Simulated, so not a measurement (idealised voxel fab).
The name of this process module is voxel transistor to metal.
The figure presents cross-section cut, which has a width of 260 nm and is divided into square cells with an edge length of 5 nm.
In this document a cross-section is written as a grid of square cells. It is given as a series of bands, listed from the top down, and a band is one or more rows of cells. Within each band entry, the heights of the top and of the bottom of the band appear first, in that order and in nm; the materials of the band then follow from left to right, each with its corresponding width in nm. The designation "edge to edge" on a single material indicates that it fills the band from edge to edge; the designation "blank" indicates empty space. We count height from 0. Below that, the starting wafer is all one material. The lowest band never ends at the bottom but goes on down; see "0 -> down" for how that is written. Width: "30->40" (first number = top row, second number = bottom row, same change from row to row of cells). It should be understood that the words "stayed the same", when stated for a given step, signify that the cross-section underwent no change in any of its cells during that step. If an empty space has no open way to the top and is at least 8 cells in size, "Enclosed void entries" lists it, written width x height at distance, where distance is measured from the left edge and every value is in nm. Step line, after settings: the simulator's comment on this step. When a step includes a mask, the "overlay nm" setting on its line states how far to the right of its planned place that mask lay, and negative values state how far to the left.

# Planned process steps
- 1: RECEIVE with material Si
- 2: OXIDIZE with depth nm 5
- 3: CONFORMAL_DEP with material SiN, thk nm 10
- 4: PATTERN with tone cover, mask id ACTIVE, material resist, width nm 105, pitch nm 125, thk nm 15, overlay nm 0
- 5: DIRECTIONAL_ETCH with etch materials SiN, depth nm 10
- 6: DIRECTIONAL_ETCH with etch materials SiO2, depth nm 5
- 7: DIRECTIONAL_ETCH with etch materials Si, depth nm 30
- 8: STRIP with etch materials resist
- 9: OXIDIZE with depth nm 5
- 10: FILL_DEP with material SiO2, thk nm 15
- 11: CMP with height nm 10
- 12: SELECTIVE_ETCH with etch materials SiO2, depth nm 5
- 13: STRIP with etch materials SiN
- 14: SELECTIVE_ETCH with etch materials SiO2, depth nm 5
- 15: OXIDIZE with depth nm 5
- 16: DIRECTIONAL_DEP with material polySi, thk nm 30
- 17: DIRECTIONAL_DEP with material SiCN, thk nm 10
- 18: MASKED_ETCH with tone cover, mask id GATE, width nm 15, pitch nm 125, etch materials SiCN, depth nm 20, overlay nm 0
- 19: MASKED_ETCH with tone cover, mask id GATE, width nm 15, pitch nm 125, etch materials polySi, depth nm 40, overlay nm 0
- 20: CONFORMAL_DEP with material SiO2, thk nm 5
- 21: DIRECTIONAL_ETCH with etch materials SiO2, depth nm 5
- 22: CONFORMAL_DEP with material SiN, thk nm 10
- 23: DIRECTIONAL_ETCH with etch materials SiN, depth nm 10
- 24: DIRECTIONAL_ETCH with etch materials SiO2, depth nm 5
- 25: EPI with material SiGe, thk nm 5
- 26: FILL_DEP with material SiO2, thk nm 10
- 27: CMP with height nm 35
- 28: DIRECTIONAL_DEP with material SiO2, thk nm 15
- 29: PATTERN with tone open, mask id CONTACT, material resist, width nm 20, thk nm 15, overlay nm 0
- 30: DIRECTIONAL_ETCH with etch materials SiO2, depth nm 55
- 31: STRIP with etch materials resist
- 32: CONFORMAL_DEP with material TiN, thk nm 5
- 33: FILL_DEP with material Ru, thk nm 5
- 34: CMP with height nm 50
- 35: CONFORMAL_DEP with material SiCN, thk nm 5
- 36: DIRECTIONAL_DEP with material lowk, thk nm 15
- 37: MASKED_ETCH with tone open, mask id METAL_1, width nm 20, etch materials lowk, depth nm 15, overlay nm 0
- 38: MASKED_ETCH with tone open, mask id METAL_1, width nm 20, etch materials SiCN, depth nm 5, overlay nm 0
- 39: CONFORMAL_DEP with material TiN, thk nm 5
- 40: FILL_DEP with material W, thk nm 10
- 41: CMP with height nm 70
- 42: CONFORMAL_DEP with material SiCN, thk nm 5
- 43: DIRECTIONAL_DEP with material SiO2, thk nm 35
- 44: DIRECTIONAL_DEP with material aC, thk nm 10
- 45: PATTERN with tone open, mask id METAL_2_HOLES, material resist, width nm 15, pitch nm 125, thk nm 30, overlay nm 0
- 46: DIRECTIONAL_ETCH with etch materials aC, depth nm 10
- 47: STRIP with etch materials resist
- 48: DIRECTIONAL_ETCH with etch materials SiO2, depth nm 35
- 49: STRIP with etch materials aC
- 50: PATTERN with tone open, mask id METAL_2, material resist, width nm 20, pitch nm 125, thk nm 20, overlay nm 0
- 51: DIRECTIONAL_ETCH with etch materials SiO2, depth nm 20
- 52: DIRECTIONAL_ETCH with etch materials SiCN, depth nm 5
- 53: STRIP with etch materials resist
- 54: CONFORMAL_DEP with material TiN, thk nm 5
- 55: FILL_DEP with material Cu, thk nm 5
- 56: CMP with height nm 110
- 57: CONFORMAL_DEP with material SiN, thk nm 5

# Cross-section of the incoming wafer, state after step 1
> 0 -> down  Si edge to edge
> Enclosed void entries: none

# Look at the cross-section after the module: the wafer started out the way shown above and the plan was the one shown above, yet one mistake was made along the way
> 115 -> 110  SiN edge to edge
> 110 -> 95  SiO2 25 nm; TiN 5 nm; Cu 10 nm; TiN 5 nm; SiO2 105 nm; TiN 5 nm; Cu 10 nm; TiN 5 nm; SiO2 90 nm
> 95 -> 90  SiO2 25 nm; TiN 5 nm; Cu 5 nm; TiN 10 nm; SiO2 105 nm; TiN 5 nm; Cu 5 nm; TiN 10 nm; SiO2 90 nm
> 90 -> 75  SiO2 25 nm; TiN 5 nm; Cu 5 nm; TiN 5 nm; SiO2 110 nm; TiN 5 nm; Cu 5 nm; TiN 5 nm; SiO2 95 nm
> 75 -> 70  SiCN 25 nm; TiN 15 nm; SiCN 110 nm; TiN 15 nm; SiCN 95 nm
> 70 -> 55  lowk 25 nm; TiN 5 nm; W 10 nm; TiN 5 nm; lowk 45 nm; TiN 5 nm; W 10 nm; TiN 5 nm; lowk 40 nm; TiN 5 nm; W 10 nm; TiN 5 nm; lowk 45 nm; TiN 5 nm; W 10 nm; TiN 5 nm; lowk 25 nm
> 55 -> 50  SiCN 25 nm; TiN 20 nm; SiCN 45 nm; TiN 20 nm; SiCN 40 nm; TiN 20 nm; SiCN 45 nm; TiN 20 nm; SiCN 25 nm
> 50 -> 35  SiO2 25 nm; TiN 5 nm; Ru 10 nm; TiN 5 nm; SiO2 45 nm; TiN 5 nm; Ru 10 nm; TiN 5 nm; SiO2 40 nm; TiN 5 nm; Ru 10 nm; TiN 5 nm; SiO2 45 nm; TiN 5 nm; Ru 10 nm; TiN 5 nm; SiO2 25 nm
> 35 -> 25  SiO2 25 nm; TiN 5 nm; Ru 10->5 nm; TiN 5->10 nm; SiN 10 nm; SiO2 5 nm; SiCN 15 nm; SiO2 5 nm; SiN 10 nm; TiN 5->10 nm; Ru 10->5 nm; TiN 5 nm; SiO2 40 nm; TiN 5 nm; Ru 10->5 nm; TiN 5->10 nm; SiN 10 nm; SiO2 5 nm; SiCN 15 nm; SiO2 5 nm; SiN 10 nm; TiN 5->10 nm; Ru 10->5 nm; TiN 5 nm; SiO2 25 nm
> 25 -> 0  SiO2 25 nm; TiN 5 nm; Ru 5 nm; TiN 5 nm; SiN 10 nm; SiO2 5 nm; polySi 25 nm; SiO2 5 nm; SiN 10 nm; TiN 5 nm; Ru 5 nm; TiN 5 nm; SiO2 40 nm; TiN 5 nm; Ru 5 nm; TiN 5 nm; SiN 10 nm; SiO2 5 nm; polySi 25 nm; SiO2 5 nm; SiN 10 nm; TiN 5 nm; Ru 5 nm; TiN 5 nm; SiO2 25 nm
> 0 -> -5  SiO2 15 nm; SiN 10 nm; TiN 15 nm; SiN 10 nm; SiO2 5 nm; polySi 25 nm; SiO2 5 nm; SiN 10 nm; TiN 15 nm; SiN 10 nm; SiO2 20 nm; SiN 10 nm; TiN 15 nm; SiN 10 nm; SiO2 5 nm; polySi 25 nm; SiO2 5 nm; SiN 10 nm; TiN 15 nm; SiN 10 nm; SiO2 15 nm
> -5 -> -10  SiO2 25 nm; SiGe 15 nm; SiO2 55 nm; SiGe 15 nm; SiO2 40 nm; SiGe 15 nm; SiO2 55 nm; SiGe 15 nm; SiO2 25 nm
> -10 -> -40  SiO2 20 nm; Si 95 nm; SiO2 30 nm; Si 95 nm; SiO2 20 nm
> -40 -> down  Si edge to edge
> Enclosed void entries: none
Here's what went sideways: contrary to plan, step 19 was performed as MASKED_ETCH with tone cover, mask id GATE, width nm 25, pitch nm 125, etch materials polySi, depth nm 40, overlay nm 0
